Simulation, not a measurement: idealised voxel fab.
process module | voxel gate over fins
cross-section cut | 235 nm wide | cells 5 nm
A cross-section is a grid of square cells, given in bands from the top down. A band is one or more rows of cells.
Each band's line starts with the height of the band's top and of its bottom, in nm. Then come its materials from left to right, each with its width in nm. One material with "throughout" fills the band from edge to edge. "air" is empty space.
Height 0 is the level under which the wafer as received is all one material. The lowest band goes on downwards, as in "0 down".
A width such as "30 to 40" changes by the same amount from each row of cells to the next, from the band's top row to its bottom row.
"no change" after a step means that no cell of the cross-section changed.
closed voids: empty space of 8 cells or more with no open way to the top, each as width x height at its distance from the left edge, in nm
after a step's settings: what the simulator itself notes on the step
overlay nm, on a step with a mask: how far to the right of its planned place the mask lay; to the left if negative
plan
1 op RECEIVE | material Si
2 op CONFORMAL_DEP | material SiN | thk nm 10
3 op DIRECTIONAL_DEP | material aC | thk nm 15
4 op PATTERN | tone cover | mask id FINS | material resist | width nm 15 | pitch nm 40 | thk nm 35 | overlay nm 0
5 op DIRECTIONAL_ETCH | etch materials aC | depth nm 15
6 op STRIP | etch materials resist
7 op DIRECTIONAL_ETCH | etch materials SiN | depth nm 10
8 op DIRECTIONAL_ETCH | etch materials Si | depth nm 40
9 op STRIP | etch materials aC
10 op FILL_DEP | material SiO2 | thk nm 5
11 op CMP | height nm 10
12 op SELECTIVE_ETCH | etch materials SiO2 | depth nm 25
13 op STRIP | etch materials SiN
14 op CONFORMAL_DEP | material HfO2 | thk nm 5
15 op CONFORMAL_DEP | material TiN | thk nm 5
16 op CONFORMAL_DEP | material TiAl | thk nm 5
17 op CONFORMAL_DEP | material TiN | thk nm 5
18 op FILL_DEP | material W | thk nm 10
19 op CMP | height nm 25
20 op CONFORMAL_DEP | material SiN | thk nm 10
as received, after step 1
  0 down: Si throughout
  closed voids: none
a wafer at the end: this start, this plan, one mistake
  35 to 25: SiN throughout
  25 to 20: W throughout
  20 to 15: W 65 | TiN 105 | W 65
  15 to 10: W 65 | TiN 5 | TiAl 95 | TiN 5 | W 65
  10 to 5: W 65 | TiN 5 | TiAl 5 | TiN 85 | TiAl 5 | TiN 5 | W 65
  5 to 0: TiN 70 | TiAl 5 | TiN 5 | HfO2 35 | TiN 5 | HfO2 35 | TiN 5 | TiAl 5 | TiN 70
  0 to -5: TiAl 75 | TiN 5 | HfO2 5 | Si 25 | HfO2 5 | TiN 5 | HfO2 5 | Si 25 | HfO2 5 | TiN 5 | TiAl 75
  -5 to -10: TiN 80 | HfO2 5 | Si 25 | HfO2 5 | TiN 5 | HfO2 5 | Si 25 | HfO2 5 | TiN 80
  -10 to -15: HfO2 85 | Si 25 | HfO2 15 | Si 25 | HfO2 85
  -15 to -40: SiO2 85 | Si 25 | SiO2 15 | Si 25 | SiO2 85
  -40 down: Si throughout
  closed voids: none
what went wrong: step 4 ran as: op PATTERN | tone cover | mask id FINS | material resist | width nm 25 | pitch nm 40 | thk nm 35 | overlay nm 0
